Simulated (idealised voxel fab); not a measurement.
The following is a process module called voxel capacitor over wiring.
For reference, the cross-section in this document is cut, with width 280 nm and square cells of 5 nm.
Format of a cross-section: grid, square cells. Given as bands. Order: top down. Band: one or more rows of cells. Within each band entry, the heights of the top and of the bottom of the band appear first, in that order and in nm; the materials of the band then follow from left to right, each with its corresponding width in nm. The designation "full width" on a single material indicates that it fills the band from edge to edge; the designation "air" indicates empty space. The level at which height equals 0 is the one under which the wafer, as it arrives, is entirely one material. No lower edge exists for the bottom band, which continues downward and is notated as in "from 0 down". Width "30..40": first value at the band's top row of cells, second value at its bottom row, equal change from row to row. Step note "no alteration" = no cross-section cell changed. "Closed void entries" - sealed voids, min. 8 cells, no opening to top; format: width x height at distance (distance from left edge; nm throughout). after a step's settings: what the simulator itself notes on the step. overlay nm, on a step with a mask: how far to the right of its planned place the mask lay; to the left if negative.

Planned step list for the process
1 op RECEIVE | material Si
2 op CONFORMAL_DEP | material SiO2 | thk nm 10
3 op CONFORMAL_DEP | material SiN | thk nm 5
4 op DIRECTIONAL_DEP | material SiO2 | thk nm 15
5 op PATTERN | tone open | mask id METAL_1 | material resist | width nm 20 | pitch nm 70 | thk nm 15 | overlay nm 0
6 op DIRECTIONAL_ETCH | etch materials SiO2 | depth nm 15
7 op DIRECTIONAL_ETCH | etch materials SiN | depth nm 5
8 op STRIP | etch materials resist
9 op CONFORMAL_DEP | material TiN | thk nm 5
10 op FILL_DEP | material W | thk nm 10
11 op CMP | height nm 30
12 op EPI | material Ru | thk nm 5
13 op FILL_DEP | material SiCN | thk nm 5
14 op DIRECTIONAL_DEP | material lowk | thk nm 10
15 op DIRECTIONAL_DEP | material aC | thk nm 15
16 op PATTERN | tone open | mask id PLUG_1 | material resist | width nm 15 | thk nm 35 | overlay nm 0
17 op DIRECTIONAL_ETCH | etch materials aC | depth nm 15
18 op STRIP | etch materials resist
19 op DIRECTIONAL_ETCH | etch materials lowk | depth nm 10
20 op DIRECTIONAL_ETCH | etch materials SiCN | depth nm 5
21 op STRIP | etch materials aC
22 op CONFORMAL_DEP | material TiN | thk nm 5
23 op FILL_DEP | material Ru | thk nm 10
24 op CMP | height nm 50
25 op DIRECTIONAL_DEP | material TiN | thk nm 5
26 op DIRECTIONAL_DEP | material HfO2 | thk nm 5
27 op DIRECTIONAL_DEP | material TiN | thk nm 5
28 op DIRECTIONAL_DEP | material aC | thk nm 10
29 op PATTERN | tone cover | mask id UPPER_PLATE | material resist | width nm 55 | thk nm 25 | overlay nm 0
30 op DIRECTIONAL_ETCH | etch materials aC | depth nm 10
31 op STRIP | etch materials resist
32 op DIRECTIONAL_ETCH | etch materials TiN | depth nm 5
33 op DIRECTIONAL_ETCH | etch materials HfO2 | depth nm 5
34 op STRIP | etch materials aC
35 op MASKED_ETCH | tone cover | mask id LOWER_PLATE | width nm 65 | etch materials TiN | depth nm 5 | overlay nm 0
36 op FILL_DEP | material SiO2 | thk nm 15
37 op CMP | height nm 75
38 op DIRECTIONAL_DEP | material aC | thk nm 15
39 op PATTERN | tone open | mask id PLUG_2 | material resist | width nm 15 | thk nm 30 | overlay nm 0
40 op DIRECTIONAL_ETCH | etch materials aC | depth nm 15
41 op STRIP | etch materials resist
42 op DIRECTIONAL_ETCH | etch materials SiO2 | depth nm 10
43 op STRIP | etch materials aC
44 op CONFORMAL_DEP | material TiN | thk nm 5
45 op FILL_DEP | material Cu | thk nm 10
46 op CMP | height nm 75
47 op CONFORMAL_DEP | material SiCN | thk nm 5

What follows covers the first of two wafers; it ran as planned

Cross-section: wafer on arrival = after step 1
- from 0 down: Si full width
- Closed void entries: none

So this is the wafer cross-section right after step 2
- from 10 to 0: SiO2 full width
- Under the height 0 nothing was changed.

So this is the wafer cross-section right after step 3
- from 15 to 10: SiN full width
- Under the height 10 nothing was changed.

So this is the wafer cross-section right after step 4
- from 30 to 15: SiO2 full width
- Under the height 15 nothing was changed.

So this is the wafer cross-section right after step 5
- from 45 to 30: 95 resist  20 air  50 resist  20 air  95 resist
- Under the height 30 nothing was changed.

So this is the wafer cross-section right after step 6
- from 45 to 30: 95 resist  20 air  50 resist  20 air  95 resist
- from 30 to 15: 95 SiO2  20 air  50 SiO2  20 air  95 SiO2
- Under the height 15 nothing was changed.

So this is the wafer cross-section right after step 7
- from 45 to 30: 95 resist  20 air  50 resist  20 air  95 resist
- from 30 to 15: 95 SiO2  20 air  50 SiO2  20 air  95 SiO2
- from 15 to 10: 95 SiN  20 air  50 SiN  20 air  95 SiN
- Under the height 10 nothing was changed.

So this is the wafer cross-section right after step 8
- from 30 to 15: 95 SiO2  20 air  50 SiO2  20 air  95 SiO2
- Under the height 15 nothing was changed.

So this is the wafer cross-section right after step 9
- from 35 to 30: 100 TiN  10 air  60 TiN  10 air  100 TiN
- from 30 to 15: 95 SiO2  5 TiN  10 air  5 TiN  50 SiO2  5 TiN  10 air  5 TiN  95 SiO2
- from 15 to 10: 95 SiN  20 TiN  50 SiN  20 TiN  95 SiN
- Under the height 10 nothing was changed.

So this is the wafer cross-section right after step 10
- from 45 to 35: W full width
- from 35 to 30: 100 TiN  10 W  60 TiN  10 W  100 TiN
- from 30 to 15: 95 SiO2  5 TiN  10 W  5 TiN  50 SiO2  5 TiN  10 W  5 TiN  95 SiO2
- Under the height 15 nothing was changed.

So this is the wafer cross-section right after step 11
- from 30 to 15: 95 SiO2  5 TiN  10 W  5 TiN  50 SiO2  5 TiN  10 W  5 TiN  95 SiO2
- Under the height 15 nothing was changed.

So this is the wafer cross-section right after step 12
- from 35 to 30: 90 air  30 Ru  40 air  30 Ru  90 air
- Under the height 30 nothing was changed.

So this is the wafer cross-section right after step 13
- from 40 to 35: SiCN full width
- from 35 to 30: 90 SiCN  30 Ru  40 SiCN  30 Ru  90 SiCN
- Under the height 30 nothing was changed.

So this is the wafer cross-section right after step 14
- from 50 to 40: lowk full width
- Under the height 40 nothing was changed.

So this is the wafer cross-section right after step 15
- from 65 to 50: aC full width
- Under the height 50 nothing was changed.

So this is the wafer cross-section right after step 16
- from 100 to 65: 100 resist  15 air  165 resist
- Under the height 65 nothing was changed.

So this is the wafer cross-section right after step 17
- from 85 to 65: 100 resist  15 air  165 resist
- from 65 to 50: 100 aC  15 air  165 aC
- Under the height 50 nothing was changed.

So this is the wafer cross-section right after step 18
- from 65 to 50: 100 aC  15 air  165 aC
- Under the height 50 nothing was changed.

So this is the wafer cross-section right after step 19
- from 65 to 50: 100 aC  15 air  165 aC
- from 50 to 40: 100 lowk  15 air  165 lowk
- Under the height 40 nothing was changed.

So this is the wafer cross-section right after step 20
- from 65 to 50: 100 aC  15 air  165 aC
- from 50 to 40: 100 lowk  15 air  165 lowk
- from 40 to 35: 100 SiCN  15 air  165 SiCN
- Under the height 35 nothing was changed.

So this is the wafer cross-section right after step 21
- from 50 to 40: 100 lowk  15 air  165 lowk
- Under the height 40 nothing was changed.

So this is the wafer cross-section right after step 22
- from 55 to 50: 105 TiN  5 air  170 TiN
- from 50 to 40: 100 lowk  5 TiN  5 air  5 TiN  165 lowk
- from 40 to 35: 100 SiCN  15 TiN  165 SiCN
- Under the height 35 nothing was changed.

So this is the wafer cross-section right after step 23
- from 65 to 55: Ru full width
- from 55 to 50: 105 TiN  5 Ru  170 TiN
- from 50 to 40: 100 lowk  5 TiN  5 Ru  5 TiN  165 lowk
- Under the height 40 nothing was changed.

So this is the wafer cross-section right after step 24
- from 50 to 40: 100 lowk  5 TiN  5 Ru  5 TiN  165 lowk
- Under the height 40 nothing was changed.

So this is the wafer cross-section right after step 25
- from 55 to 50: TiN full width
- Under the height 50 nothing was changed.

So this is the wafer cross-section right after step 26
- from 60 to 55: HfO2 full width
- Under the height 55 nothing was changed.

So this is the wafer cross-section right after step 27
- from 65 to 60: TiN full width
- Under the height 60 nothing was changed.

So this is the wafer cross-section right after step 28
- from 75 to 65: aC full width
- Under the height 65 nothing was changed.

So this is the wafer cross-section right after step 29
- from 100 to 75: 100 air  55 resist  125 air
- Under the height 75 nothing was changed.

So this is the wafer cross-section right after step 30
- from 90 to 75: 100 air  55 resist  125 air
- from 75 to 65: 100 air  55 aC  125 air
- Under the height 65 nothing was changed.

So this is the wafer cross-section right after step 31
- from 75 to 65: 100 air  55 aC  125 air
- Under the height 65 nothing was changed.

So this is the wafer cross-section right after step 32
- from 75 to 65: 100 air  55 aC  125 air
- from 65 to 60: 100 air  55 TiN  125 air
- Under the height 60 nothing was changed.

So this is the wafer cross-section right after step 33
- from 75 to 65: 100 air  55 aC  125 air
- from 65 to 60: 100 air  55 TiN  125 air
- from 60 to 55: 100 air  55 HfO2  125 air
- Under the height 55 nothing was changed.

So this is the wafer cross-section right after step 34
- from 65 to 60: 100 air  55 TiN  125 air
- Under the height 60 nothing was changed.

So this is the wafer cross-section right after step 35
- from 65 to 60: 100 air  55 TiN  125 air
- from 60 to 55: 100 air  55 HfO2  125 air
- from 55 to 50: 95 air  65 TiN  120 air
- Under the height 50 nothing was changed.

So this is the wafer cross-section right after step 36
- from 80 to 65: SiO2 full width
- from 65 to 60: 100 SiO2  55 TiN  125 SiO2
- from 60 to 55: 100 SiO2  55 HfO2  125 SiO2
- from 55 to 50: 95 SiO2  65 TiN  120 SiO2
- Under the height 50 nothing was changed.

So this is the wafer cross-section right after step 37
- from 75 to 65: SiO2 full width
- Under the height 65 nothing was changed.

So this is the wafer cross-section right after step 38
- from 90 to 75: aC full width
- Under the height 75 nothing was changed.

So this is the wafer cross-section right after step 39
- from 120 to 90: 110 resist  15 air  155 resist
- Under the height 90 nothing was changed.

So this is the wafer cross-section right after step 40
- from 105 to 90: 110 resist  15 air  155 resist
- from 90 to 75: 110 aC  15 air  155 aC
- Under the height 75 nothing was changed.

So this is the wafer cross-section right after step 41
- from 90 to 75: 110 aC  15 air  155 aC
- Under the height 75 nothing was changed.

So this is the wafer cross-section right after step 42
- from 90 to 75: 110 aC  15 air  155 aC
- from 75 to 65: 110 SiO2  15 air  155 SiO2
- Under the height 65 nothing was changed.

So this is the wafer cross-section right after step 43
- from 75 to 65: 110 SiO2  15 air  155 SiO2
- Under the height 65 nothing was changed.

So this is the wafer cross-section right after step 44
- from 80 to 75: 115 TiN  5 air  160 TiN
- from 75 to 70: 110 SiO2  5 TiN  5 air  5 TiN  155 SiO2
- from 70 to 60: 110..100 SiO2  15..55 TiN  155..125 SiO2
- Under the height 60 nothing was changed.

So this is the wafer cross-section right after step 45
- from 90 to 80: Cu full width
- from 80 to 75: 115 TiN  5 Cu  160 TiN
- from 75 to 70: 110 SiO2  5 TiN  5 Cu  5 TiN  155 SiO2
- Under the height 70 nothing was changed.

So this is the wafer cross-section right after step 46
- from 75 to 70: 110 SiO2  5 TiN  5 Cu  5 TiN  155 SiO2
- Under the height 70 nothing was changed.

So this is the wafer cross-section right after step 47
- from 80 to 75: SiCN full width
- Under the height 75 nothing was changed.

Second wafer: same start and same plan as the first, one execution error; identical to the first through step 35

Cross-section of the second wafer corresponding to the planned conclusion of step 36
- from 95 to 65: SiO2 full width
- from 65 to 60: 100 SiO2  55 TiN  125 SiO2
- from 60 to 55: 100 SiO2  55 HfO2  125 SiO2
- from 55 to 50: 95 SiO2  65 TiN  120 SiO2
- Under the height 50 nothing was changed.

Cross-section of the second wafer corresponding to the planned conclusion of step 37
- from 75 to 65: SiO2 full width
- Under the height 65 nothing was changed.

Cross-section of the second wafer corresponding to the planned conclusion of step 38
- from 90 to 75: aC full width
- Under the height 75 nothing was changed.

Cross-section of the second wafer corresponding to the planned conclusion of step 39
- from 120 to 90: 110 resist  15 air  155 resist
- Under the height 90 nothing was changed.

Cross-section of the second wafer corresponding to the planned conclusion of step 40
- from 105 to 90: 110 resist  15 air  155 resist
- from 90 to 75: 110 aC  15 air  155 aC
- Under the height 75 nothing was changed.

Cross-section of the second wafer corresponding to the planned conclusion of step 41
- from 90 to 75: 110 aC  15 air  155 aC
- Under the height 75 nothing was changed.

Cross-section of the second wafer corresponding to the planned conclusion of step 42
- from 90 to 75: 110 aC  15 air  155 aC
- from 75 to 65: 110 SiO2  15 air  155 SiO2
- Under the height 65 nothing was changed.

Cross-section of the second wafer corresponding to the planned conclusion of step 43
- from 75 to 65: 110 SiO2  15 air  155 SiO2
- Under the height 65 nothing was changed.

Cross-section of the second wafer corresponding to the planned conclusion of step 44
- from 80 to 75: 115 TiN  5 air  160 TiN
- from 75 to 70: 110 SiO2  5 TiN  5 air  5 TiN  155 SiO2
- from 70 to 60: 110..100 SiO2  15..55 TiN  155..125 SiO2
- Under the height 60 nothing was changed.

Cross-section of the second wafer corresponding to the planned conclusion of step 45
- from 90 to 80: Cu full width
- from 80 to 75: 115 TiN  5 Cu  160 TiN
- from 75 to 70: 110 SiO2  5 TiN  5 Cu  5 TiN  155 SiO2
- Under the height 70 nothing was changed.

Cross-section of the second wafer corresponding to the planned conclusion of step 46
- from 75 to 70: 110 SiO2  5 TiN  5 Cu  5 TiN  155 SiO2
- Under the height 70 nothing was changed.

Cross-section of the second wafer corresponding to the planned conclusion of step 47
- from 80 to 75: SiCN full width
- Under the height 75 nothing was changed.
Plan not followed: twice over, step 36 of the plan was run
The two wafers come out with the same cross-section, meaning that, for this model, the mistake has no consequence in the computed result.
